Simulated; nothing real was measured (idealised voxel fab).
The process module that follows is named voxel wiring stack.
Shown is cross-section cut, with a width of 240 nm and square cells of size 5 nm.
When this document writes out a cross-section, it uses a grid of square cells and lists it as bands, beginning at the top and moving down, with a band standing for one or more rows of cells. The entry gives the band's vertical extent as a top height and a bottom height in nm, then its horizontal make-up as materials from left to right, each with a width in nm. "air" stands for empty space; a single material marked "full width" fills the band edge to edge. It should be noted that heights are counted from 0, beneath which the wafer as supplied is of one material throughout, and that the lowest band possesses no lower boundary but continues downward, as written in "0 -> down". Note: "30 to 40" means the width goes from the first number (top row of the band) to the second number (bottom row) in equal steps per row of cells. It should be understood that the words "everything unchanged", when stated for a given step, signify that the cross-section underwent no change in any of its cells during that step. The entry "Closed cavities" lists the empty spaces that cover at least 8 cells and have no open path to the top. Each is written as width x height at distance, where the distance is measured from the left edge and all three values are in nm. The remark found on a step's line after its settings is issued by the simulator itself and pertains to that step. The setting "overlay nm" may be written on the line of a step. When the step uses a mask, the value reports how far to the right of the planned place the mask lay, and a negative value reports that it lay to the left.
STEPS IN THE PROCESS PLAN
1 RECEIVE: material Si
2 CONFORMAL_DEP: material SiO2, thk nm 10
3 CONFORMAL_DEP: material SiN, thk nm 5
4 DIRECTIONAL_DEP: material lowk, thk nm 15
5 MASKED_ETCH: tone open, mask id METAL_1, width nm 30, pitch nm 45, etch materials lowk, depth nm 15, overlay nm 0
6 MASKED_ETCH: tone open, mask id METAL_1, width nm 30, pitch nm 45, etch materials SiN, depth nm 5, overlay nm 0
7 CONFORMAL_DEP: material TiN, thk nm 5
8 FILL_DEP: material Cu, thk nm 5
9 CMP: height nm 30
10 CONFORMAL_DEP: material SiCN, thk nm 5
11 DIRECTIONAL_DEP: material SiO2, thk nm 10
12 PATTERN: tone open, mask id PLUG_1, material resist, width nm 15, pitch nm 45, thk nm 20, overlay nm 0
13 DIRECTIONAL_ETCH: etch materials SiO2, depth nm 10
14 DIRECTIONAL_ETCH: etch materials SiCN, depth nm 5
15 STRIP: etch materials resist
16 CONFORMAL_DEP: material TiN, thk nm 5
17 FILL_DEP: material W, thk nm 5
18 CMP: height nm 45
19 DIRECTIONAL_DEP: material TiN, thk nm 5
20 DIRECTIONAL_DEP: material W, thk nm 15
21 PATTERN: tone cover, mask id METAL_2, material resist, width nm 30, pitch nm 45, thk nm 20, overlay nm 0
22 DIRECTIONAL_ETCH: etch materials W, depth nm 15
23 DIRECTIONAL_ETCH: etch materials TiN, depth nm 5
24 STRIP: etch materials resist
25 FILL_DEP: material lowk, thk nm 10
26 CMP: height nm 65
27 CONFORMAL_DEP: material SiCN, thk nm 5
28 DIRECTIONAL_DEP: material lowk, thk nm 10
29 PATTERN: tone open, mask id PLUG_2, material resist, width nm 15, pitch nm 90, thk nm 15, overlay nm 0
30 DIRECTIONAL_ETCH: etch materials lowk, depth nm 10
31 DIRECTIONAL_ETCH: etch materials SiCN, depth nm 5
32 STRIP: etch materials resist
33 EPI: material Ru, thk nm 10
34 EPI: material Ru, thk nm 5
35 CONFORMAL_DEP: material SiCN, thk nm 5
36 DIRECTIONAL_DEP: material SiO2, thk nm 20
37 MASKED_ETCH: tone open, mask id METAL_3, width nm 30, pitch nm 45, etch materials SiO2, depth nm 20, overlay nm 0
38 MASKED_ETCH: tone open, mask id METAL_3, width nm 30, pitch nm 45, etch materials SiCN, depth nm 5, overlay nm 0
39 CONFORMAL_DEP: material TiN, thk nm 5
40 FILL_DEP: material Cu, thk nm 10
41 CMP: height nm 105
42 CONFORMAL_DEP: material SiCN, thk nm 5
43 DIRECTIONAL_DEP: material lowk, thk nm 35
44 MASKED_ETCH: tone open, mask id METAL_4, width nm 30, pitch nm 45, etch materials lowk, depth nm 20, overlay nm 0
45 MASKED_ETCH: tone open, mask id METAL_4_HOLES, width nm 15, pitch nm 45, etch materials lowk, depth nm 15, overlay nm 0
46 MASKED_ETCH: tone open, mask id METAL_4_HOLES, width nm 15, pitch nm 45, etch materials SiCN, depth nm 5, overlay nm 0
47 CONFORMAL_DEP: material TiN, thk nm 5
48 FILL_DEP: material Cu, thk nm 5
49 CMP: height nm 145
50 CONFORMAL_DEP: material SiN, thk nm 5
WAFER AS RECEIVED: CROSS-SECTION FOLLOWING STEP 1
* 0 -> down  Si full width
* Closed cavities: none
THE FOLLOWING CROSS-SECTION DEPICTS THE WAFER UPON CONCLUSION OF THE MODULE. PROCESSING COMMENCED FROM THE STARTING CONDITION ILLUSTRATED ABOVE AND ADHERED TO THE PLAN ILLUSTRATED ABOVE, SAVE FOR ONE MISTAKE IN EXECUTION
* 150 -> 145  SiN full width
* 145 -> 130  60 nm lowk  5 nm TiN  20 nm Cu  5 nm TiN  15 nm lowk  5 nm TiN  20 nm Cu  5 nm TiN  15 nm lowk  5 nm TiN  20 nm Cu  5 nm TiN  60 nm lowk
* 130 -> 125  60 nm lowk  5 nm TiN  5 nm Cu  20 nm TiN  15 nm lowk  5 nm TiN  5 nm Cu  20 nm TiN  15 nm lowk  5 nm TiN  5 nm Cu  20 nm TiN  60 nm lowk
* 125 -> 110  60 nm lowk  5 nm TiN  5 nm Cu  5 nm TiN  30 nm lowk  5 nm TiN  5 nm Cu  5 nm TiN  30 nm lowk  5 nm TiN  5 nm Cu  5 nm TiN  75 nm lowk
* 110 -> 105  60 nm SiCN  15 nm TiN  30 nm SiCN  15 nm TiN  30 nm SiCN  15 nm TiN  75 nm SiCN
* 105 -> 95  60 nm SiO2  5 nm TiN  20 nm Cu  5 nm TiN  15 nm SiO2  5 nm TiN  20 nm Cu  5 nm TiN  15 nm SiO2  5 nm TiN  20 nm Cu  5 nm TiN  60 nm SiO2
* 95 -> 90  45 nm SiO2  15 nm SiCN  30 nm TiN  15 nm SiO2  5 nm TiN  20 nm Cu  5 nm TiN  15 nm SiCN  30 nm TiN  60 nm SiO2
* 90 -> 85  45 nm SiO2  5 nm SiCN  35 nm Ru  5 nm SiCN  15 nm SiO2  5 nm TiN  20 nm Cu  5 nm TiN  5 nm SiCN  35 nm Ru  5 nm SiCN  60 nm SiO2
* 85 -> 80  50 nm SiCN  35 nm Ru  20 nm SiCN  30 nm TiN  5 nm SiCN  35 nm Ru  65 nm SiCN
* 80 -> 70  60 nm lowk  15 nm Ru  75 nm lowk  15 nm Ru  75 nm lowk
* 70 -> 65  60 nm SiCN  15 nm Ru  75 nm SiCN  15 nm Ru  75 nm SiCN
* 65 -> 50  60 nm lowk  30 nm W  15 nm lowk  30 nm W  15 nm lowk  30 nm W  60 nm lowk
* 50 -> 45  60 nm lowk  30 nm TiN  15 nm lowk  30 nm TiN  15 nm lowk  30 nm TiN  60 nm lowk
* 45 -> 35  60 nm SiO2  5 nm TiN  5 nm W  5 nm TiN  30 nm SiO2  5 nm TiN  5 nm W  5 nm TiN  30 nm SiO2  5 nm TiN  5 nm W  5 nm TiN  75 nm SiO2
* 35 -> 30  60 nm SiCN  15 nm TiN  30 nm SiCN  15 nm TiN  30 nm SiCN  15 nm TiN  75 nm SiCN
* 30 -> 15  60 nm lowk  5 nm TiN  20 nm Cu  5 nm TiN  15 nm lowk  5 nm TiN  20 nm Cu  5 nm TiN  15 nm lowk  5 nm TiN  20 nm Cu  5 nm TiN  60 nm lowk
* 15 -> 10  60 nm SiN  30 nm TiN  15 nm SiN  30 nm TiN  15 nm SiN  30 nm TiN  60 nm SiN
* 10 -> 0  SiO2 full width
* 0 -> down  Si full width
* Closed cavities: none
Against the plan, the run slipped here: step 33 was run twice
